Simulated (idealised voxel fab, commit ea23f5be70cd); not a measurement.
Process module under the name voxel released beams
In the cross-section labelled cut, the width is 185 nm and each square cell is 5 nm.
Cross-section spec: square-cell grid; bands listed top down; each band is one or more rows.
What a band's entry tells you: where the top is and where the bottom is, as heights in nm, and after that what lies inside, material by material from left to right, each with its width in nm. Empty space is written as the word "empty", and a single material marked with the word "throughout" occupies the band from edge to edge.
Height is counted from the level 0, under which the received wafer is composed throughout of one material. The lowest of the bands is not closed at the bottom but continues downward, in the notation "0 down".
The expression "30..40" gives the width at the extremes of the band, the first number at its top row of cells and the second at its bottom row, with the width changing by equal amounts from each row to the next in between.
Step note "identical to before" = no cross-section cell changed.
"Voids, fully enclosed" means: voids of 8 cells or more that are shut off from the top with no open way through. Written width x height at distance, distance from the left edge, in nm.
That trailing text on a step's line, after the settings, is the simulator's own remark on the step.
overlay nm: mask right of planned place by this much (step with mask). Neg. = left.
## The process steps that were planned are listed below
1. op RECEIVE | material Si
2. op CONFORMAL_DEP | material SiN | thk nm 5
3. op DIRECTIONAL_DEP | material SiO2 | thk nm 10
4. op DIRECTIONAL_DEP | material aC | thk nm 10
5. op PATTERN | tone open | mask id ANCHOR | material resist | width nm 30 | thk nm 30 | overlay nm 0
6. op DIRECTIONAL_ETCH | etch materials aC | depth nm 10
7. op STRIP | etch materials resist
8. op DIRECTIONAL_ETCH | etch materials SiO2 | depth nm 10
9. op STRIP | etch materials aC
10. op CONFORMAL_DEP | material polySi | thk nm 10
11. op DIRECTIONAL_DEP | material aC | thk nm 15
12. op PATTERN | tone cover | mask id BEAM | material resist | width nm 80 | thk nm 35 | overlay nm 0
13. op DIRECTIONAL_ETCH | etch materials aC | depth nm 15
14. op STRIP | etch materials resist
15. op DIRECTIONAL_ETCH | etch materials polySi | depth nm 10
16. op STRIP | etch materials aC
17. op STRIP | etch materials SiO2
## As-received state of the wafer in cross-section, equivalent to post-step 1
0 down  Si throughout
Voids, fully enclosed: none
## First of two wafers at the end of the module, shown in cross-section; run carried out as planned
25 to 15  empty 50, then polySi 15, then empty 10, then polySi 55, then empty 55
15 to 5  empty 55, then polySi 30, then empty 100
5 to 0  SiN throughout
0 down  Si throughout
Voids, fully enclosed: none
## Second wafer cross-section at end of module - shared start and plan with the first, one mistake in the run
35 to 25  empty 50, then polySi 15, then empty 10, then polySi 55, then empty 55
25 to 15  empty 55, then polySi 30, then empty 100
15 to 0  SiN throughout
0 down  Si throughout
Voids, fully enclosed: none
Short version of what went wrong: step 2 was not run as planned; what actually ran was op CONFORMAL_DEP | material SiN | thk nm 15
At the finish, the second wafer shows more or fewer cells for some materials than the first does: +74 SiN
